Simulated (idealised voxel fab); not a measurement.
Process module heading - voxel wiring stack
Section cut is 265 nm wide and gridded with 5 nm square cells.
The cross-sections in this document take the form of a grid made of square cells. They are written out as bands, in order from top to bottom. Each band consists of one or more rows of cells.
Band entry format. Leading values: height of top, height of bottom, nm. Remainder: materials in left-to-right order, each with its width in nm. Special words: "edge to edge" on a single material, which then fills the band edge to edge; "blank", empty space.
Where do heights start? At 0: under that level the wafer as delivered is made of one material only. And the lowest band has no floor; it just carries on downward, as in "z 0 and below".
A two-number width, for instance "30 to 40", indicates that the width is equal to the first number in the top row of the band and to the second number in the bottom row, and that it changes by a constant amount per row of cells.
Step marked "no alterations made"? Then no cell in the cross-section changed in it.
Closed-off voids of 8+ cells (no open route to the top) go in "closed voids", written width x height at distance from the left edge, in nm.
Anything after a step's settings on that line? It's the simulator's own note about the step.
When a step includes a mask, the "overlay nm" setting on its line states how far to the right of its planned place that mask lay, and negative values state how far to the left.
### Planned process steps
1. RECEIVE (material Si)
2. CONFORMAL_DEP (material SiO2; thk nm 10)
3. CONFORMAL_DEP (material SiCN; thk nm 5)
4. DIRECTIONAL_DEP (material lowk; thk nm 25)
5. PATTERN (tone open; mask id METAL_1; material resist; width nm 20; pitch nm 45; thk nm 20; overlay nm 0)
6. DIRECTIONAL_ETCH (etch materials lowk; depth nm 25)
7. DIRECTIONAL_ETCH (etch materials SiCN; depth nm 5)
8. STRIP (etch materials resist)
9. CONFORMAL_DEP (material TiN; thk nm 5)
10. FILL_DEP (material Cu; thk nm 10)
11. CMP (height nm 40)
12. CONFORMAL_DEP (material SiCN; thk nm 5)
13. DIRECTIONAL_DEP (material lowk; thk nm 30)
14. MASKED_ETCH (tone open; mask id METAL_2; width nm 20; pitch nm 45; etch materials lowk; depth nm 15; overlay nm 0)
15. DIRECTIONAL_DEP (material aC; thk nm 10)
16. PATTERN (tone open; mask id METAL_2_HOLES; material resist; width nm 15; pitch nm 45; thk nm 30; overlay nm 0)
17. DIRECTIONAL_ETCH (etch materials aC; depth nm 10)
18. STRIP (etch materials resist)
19. DIRECTIONAL_ETCH (etch materials lowk; depth nm 15)
20. DIRECTIONAL_ETCH (etch materials SiCN; depth nm 5)
21. STRIP (etch materials aC)
22. CONFORMAL_DEP (material TiN; thk nm 5)
23. FILL_DEP (material Cu; thk nm 10)
24. CMP (height nm 75)
25. CONFORMAL_DEP (material SiCN; thk nm 5)
26. DIRECTIONAL_DEP (material SiO2; thk nm 15)
27. DIRECTIONAL_DEP (material aC; thk nm 15)
28. PATTERN (tone open; mask id PLUG_2; material resist; width nm 15; pitch nm 90; thk nm 35; overlay nm 0)
29. DIRECTIONAL_ETCH (etch materials aC; depth nm 15)
30. STRIP (etch materials resist)
31. DIRECTIONAL_ETCH (etch materials SiO2; depth nm 15)
32. DIRECTIONAL_ETCH (etch materials SiCN; depth nm 5)
33. STRIP (etch materials aC)
34. EPI (material Ru; thk nm 10)
35. EPI (material Ru; thk nm 10)
36. DIRECTIONAL_DEP (material TiN; thk nm 5)
37. DIRECTIONAL_DEP (material Ru; thk nm 25)
38. MASKED_ETCH (tone cover; mask id METAL_3; width nm 20; pitch nm 45; etch materials Ru; depth nm 25; overlay nm 0)
39. MASKED_ETCH (tone cover; mask id METAL_3; width nm 20; pitch nm 45; etch materials TiN; depth nm 5; overlay nm 0)
40. FILL_DEP (material SiO2; thk nm 10)
41. CMP (height nm 125)
42. CONFORMAL_DEP (material SiCN; thk nm 5)
43. DIRECTIONAL_DEP (material lowk; thk nm 25)
44. MASKED_ETCH (tone open; mask id METAL_4_HOLES; width nm 15; pitch nm 45; etch materials lowk; depth nm 25; overlay nm 0)
45. PATTERN (tone open; mask id METAL_4; material resist; width nm 20; pitch nm 45; thk nm 15; overlay nm 0)
46. DIRECTIONAL_ETCH (etch materials lowk; depth nm 15)
47. DIRECTIONAL_ETCH (etch materials SiCN; depth nm 5)
48. STRIP (etch materials resist)
49. CONFORMAL_DEP (material TiN; thk nm 5)
50. FILL_DEP (material Cu; thk nm 10)
51. CMP (height nm 155)
52. CONFORMAL_DEP (material SiN; thk nm 5)
### Incoming wafer, cross-sectional view, post step 1
    z 0 and below | Si edge to edge
    closed voids: none
### The following cross-section depicts the wafer upon conclusion of the module. Processing commenced from the starting condition illustrated above and adhered to the plan illustrated above, save for one mistake in execution
    z 160 to 155 | SiN edge to edge
    z 155 to 145 | 55 lowk / 5 TiN / 10 Cu / 5 TiN / 25 lowk / 5 TiN / 10 Cu / 5 TiN / 25 lowk / 5 TiN / 10 Cu / 5 TiN / 25 lowk / 5 TiN / 10 Cu / 5 TiN / 55 lowk
    z 145 to 140 | 55 lowk / 5 TiN / 5 Cu / 10 TiN / 25 lowk / 5 TiN / 5 Cu / 10 TiN / 25 lowk / 5 TiN / 5 Cu / 10 TiN / 25 lowk / 5 TiN / 5 Cu / 10 TiN / 55 lowk
    z 140 to 130 | 55 lowk / 5 TiN / 5 Cu / 5 TiN / 30 lowk / 5 TiN / 5 Cu / 5 TiN / 30 lowk / 5 TiN / 5 Cu / 5 TiN / 30 lowk / 5 TiN / 5 Cu / 5 TiN / 60 lowk
    z 130 to 125 | 55 SiCN / 15 TiN / 30 SiCN / 15 TiN / 30 SiCN / 15 TiN / 30 SiCN / 15 TiN / 60 SiCN
    z 125 to 100 | 55 SiO2 / 20 Ru / 25 SiO2 / 20 Ru / 25 SiO2 / 20 Ru / 25 SiO2 / 20 Ru / 55 SiO2
    z 100 to 95 | 55 SiO2 / 20 TiN / 25 SiO2 / 20 TiN / 25 SiO2 / 20 TiN / 25 SiO2 / 20 TiN / 55 SiO2
    z 95 to 80 | 55 SiO2 / 15 Ru / 75 SiO2 / 15 Ru / 105 SiO2
    z 80 to 75 | 55 SiCN / 15 Ru / 75 SiCN / 15 Ru / 105 SiCN
    z 75 to 65 | 45 lowk / 5 TiN / 20 Cu / 5 TiN / 15 lowk / 5 TiN / 20 Cu / 5 TiN / 15 lowk / 5 TiN / 20 Cu / 5 TiN / 15 lowk / 5 TiN / 20 Cu / 5 TiN / 55 lowk
    z 65 to 60 | 45 lowk / 30 TiN / 15 lowk / 30 TiN / 15 lowk / 30 TiN / 15 lowk / 30 TiN / 55 lowk
    z 60 to 45 | 55 lowk / 5 TiN / 40 lowk / 5 TiN / 40 lowk / 5 TiN / 40 lowk / 5 TiN / 70 lowk
    z 45 to 40 | 55 SiCN / 5 TiN / 40 SiCN / 5 TiN / 40 SiCN / 5 TiN / 40 SiCN / 5 TiN / 70 SiCN
    z 40 to 15 | 55 lowk / 5 TiN / 10 Cu / 5 TiN / 25 lowk / 5 TiN / 10 Cu / 5 TiN / 25 lowk / 5 TiN / 10 Cu / 5 TiN / 25 lowk / 5 TiN / 10 Cu / 5 TiN / 55 lowk
    z 15 to 10 | 55 SiCN / 20 TiN / 25 SiCN / 20 TiN / 25 SiCN / 20 TiN / 25 SiCN / 20 TiN / 55 SiCN
    z 10 to 0 | SiO2 edge to edge
    z 0 and below | Si edge to edge
    closed voids: none
The mistake made against the process plan was this: so step 16 ended up running with a different setting than we planned, it ran as PATTERN (tone open; mask id METAL_2_HOLES; material resist; width nm 15; pitch nm 45; thk nm 30; overlay nm -10)
